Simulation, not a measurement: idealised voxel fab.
Presented below is a process module, voxel capacitor over wiring.
The width of the displayed cross-section, cut, is 265 nm; its cells are square, with a size of 5 nm.
Cross-sections here: square-cell grids, written as top-down lists of bands, a band being one or more rows of cells. What a band's entry tells you: where the top is and where the bottom is, as heights in nm, and after that what lies inside, material by material from left to right, each with its width in nm. Empty space is written as the word "empty", and a single material marked with the word "full width" occupies the band from edge to edge. Height is counted from the level 0, under which the received wafer is composed throughout of one material. The lowest of the bands is not closed at the bottom but continues downward, in the notation "0 nm and below". Quick explanation for "30 to 40": the width changes in equal steps down the rows of cells, from the first number in the band's top row to the second number in its bottom row. "nothing got changed" -> step changed no cross-section cell. "Trapped void list" means: voids of 8 cells or more that are shut off from the top with no open way through. Written width x height at distance, distance from the left edge, in nm. If you see something after the settings on a step's line, that's the simulator's own remark about that step. A step's line can hold "overlay nm"; with a mask on that step, the setting says how far right of the planned place the mask lay, while a negative setting says it lay to the left.

Planned step list for the process
| 1 | RECEIVE | material Si |
| 2 | CONFORMAL_DEP | material SiO2 | thk nm 15 |
| 3 | DIRECTIONAL_DEP | material TiN | thk nm 5 |
| 4 | DIRECTIONAL_DEP | material W | thk nm 15 |
| 5 | DIRECTIONAL_DEP | material aC | thk nm 10 |
| 6 | PATTERN | tone cover | mask id METAL_1 | material resist | width nm 25 | pitch nm 90 | thk nm 25 | overlay nm 0 |
| 7 | DIRECTIONAL_ETCH | etch materials aC | depth nm 10 |
| 8 | STRIP | etch materials resist |
| 9 | DIRECTIONAL_ETCH | etch materials W | depth nm 15 |
| 10 | DIRECTIONAL_ETCH | etch materials TiN | depth nm 5 |
| 11 | STRIP | etch materials aC |
| 12 | CONFORMAL_DEP | material SiN | thk nm 5 |
| 13 | FILL_DEP | material SiO2 | thk nm 5 |
| 14 | CMP | height nm 35 |
| 15 | CONFORMAL_DEP | material SiCN | thk nm 5 |
| 16 | DIRECTIONAL_DEP | material lowk | thk nm 10 |
| 17 | MASKED_ETCH | tone open | mask id PLUG_1 | width nm 15 | etch materials lowk | depth nm 10 | overlay nm 0 |
| 18 | MASKED_ETCH | tone open | mask id PLUG_1 | width nm 15 | etch materials SiCN | depth nm 5 | overlay nm 0 |
| 19 | CONFORMAL_DEP | material TiN | thk nm 5 |
| 20 | FILL_DEP | material Cu | thk nm 5 |
| 21 | CMP | height nm 50 |
| 22 | DIRECTIONAL_DEP | material TiN | thk nm 10 |
| 23 | DIRECTIONAL_DEP | material SiN | thk nm 5 |
| 24 | DIRECTIONAL_DEP | material TiN | thk nm 10 |
| 25 | MASKED_ETCH | tone cover | mask id UPPER_PLATE | width nm 70 | etch materials TiN | depth nm 10 | overlay nm 0 |
| 26 | MASKED_ETCH | tone cover | mask id UPPER_PLATE | width nm 70 | etch materials SiN | depth nm 5 | overlay nm 0 |
| 27 | DIRECTIONAL_DEP | material aC | thk nm 10 |
| 28 | PATTERN | tone cover | mask id LOWER_PLATE | material resist | width nm 80 | thk nm 30 | overlay nm 0 |
| 29 | DIRECTIONAL_ETCH | etch materials aC | depth nm 10 |
| 30 | STRIP | etch materials resist |
| 31 | DIRECTIONAL_ETCH | etch materials TiN | depth nm 10 |
| 32 | STRIP | etch materials aC |
| 33 | FILL_DEP | material SiO2 | thk nm 15 |
| 34 | CMP | height nm 85 |
| 35 | PATTERN | tone open | mask id PLUG_2 | material resist | width nm 15 | thk nm 15 | overlay nm 0 |
| 36 | DIRECTIONAL_ETCH | etch materials SiO2 | depth nm 10 |
| 37 | STRIP | etch materials resist |
| 38 | CONFORMAL_DEP | material TiN | thk nm 5 |
| 39 | FILL_DEP | material W | thk nm 5 |
| 40 | CMP | height nm 85 |
| 41 | CONFORMAL_DEP | material SiCN | thk nm 5 |

Cross-section of the wafer as it came to us, i.e., already through step 1
  0 nm and below | Si full width
  Trapped void list: none

Run as planned - first of the two wafers cross-sectioned at the end of the module
  90 nm to 85 nm | SiCN full width
  85 nm to 80 nm | SiO2 95 nm; TiN 5 nm; W 5 nm; TiN 5 nm; SiO2 155 nm
  80 nm to 75 nm | SiO2 95 nm; TiN 15 nm; SiO2 155 nm
  75 nm to 65 nm | SiO2 85 nm; TiN 70 nm; SiO2 110 nm
  65 nm to 60 nm | SiO2 85 nm; SiN 70 nm; SiO2 110 nm
  60 nm to 50 nm | SiO2 80 nm; TiN 80 nm; SiO2 105 nm
  50 nm to 40 nm | lowk 85 nm; TiN 5 nm; Cu 5 nm; TiN 5 nm; lowk 165 nm
  40 nm to 35 nm | SiCN 85 nm; TiN 15 nm; SiCN 165 nm
  35 nm to 20 nm | SiO2 70 nm; SiN 5 nm; W 25 nm; SiN 5 nm; SiO2 55 nm; SiN 5 nm; W 25 nm; SiN 5 nm; SiO2 70 nm
  20 nm to 15 nm | SiN 75 nm; TiN 25 nm; SiN 65 nm; TiN 25 nm; SiN 75 nm
  15 nm to 0 nm | SiO2 full width
  0 nm and below | Si full width
  Trapped void list: none

Wafer two cross-section, module end. Start and plan unchanged from wafer one; one mistake made during the run
  90 nm to 85 nm | SiCN full width
  85 nm to 80 nm | SiO2 95 nm; TiN 5 nm; W 5 nm; TiN 5 nm; SiO2 155 nm
  80 nm to 75 nm | SiO2 95 nm; TiN 15 nm; SiO2 155 nm
  75 nm to 70 nm | SiO2 85 nm; SiN 70 nm; SiO2 110 nm
  70 nm to 60 nm | SiO2 80 nm; TiN 80 nm; SiO2 105 nm
  60 nm to 50 nm | TiN full width
  50 nm to 40 nm | lowk 85 nm; TiN 5 nm; Cu 5 nm; TiN 5 nm; lowk 165 nm
  40 nm to 35 nm | SiCN 85 nm; TiN 15 nm; SiCN 165 nm
  35 nm to 20 nm | SiO2 70 nm; SiN 5 nm; W 25 nm; SiN 5 nm; SiO2 55 nm; SiN 5 nm; W 25 nm; SiN 5 nm; SiO2 70 nm
  20 nm to 15 nm | SiN 75 nm; TiN 25 nm; SiN 65 nm; TiN 25 nm; SiN 75 nm
  15 nm to 0 nm | SiO2 full width
  0 nm and below | Si full width
  Trapped void list: none
Deviation from plan: deviation from plan: step 24 and step 23 executed in one another's positions
Final wafer comparison in cells, second versus first, more or fewer per material: 78 fewer of SiO2, 78 more of TiN
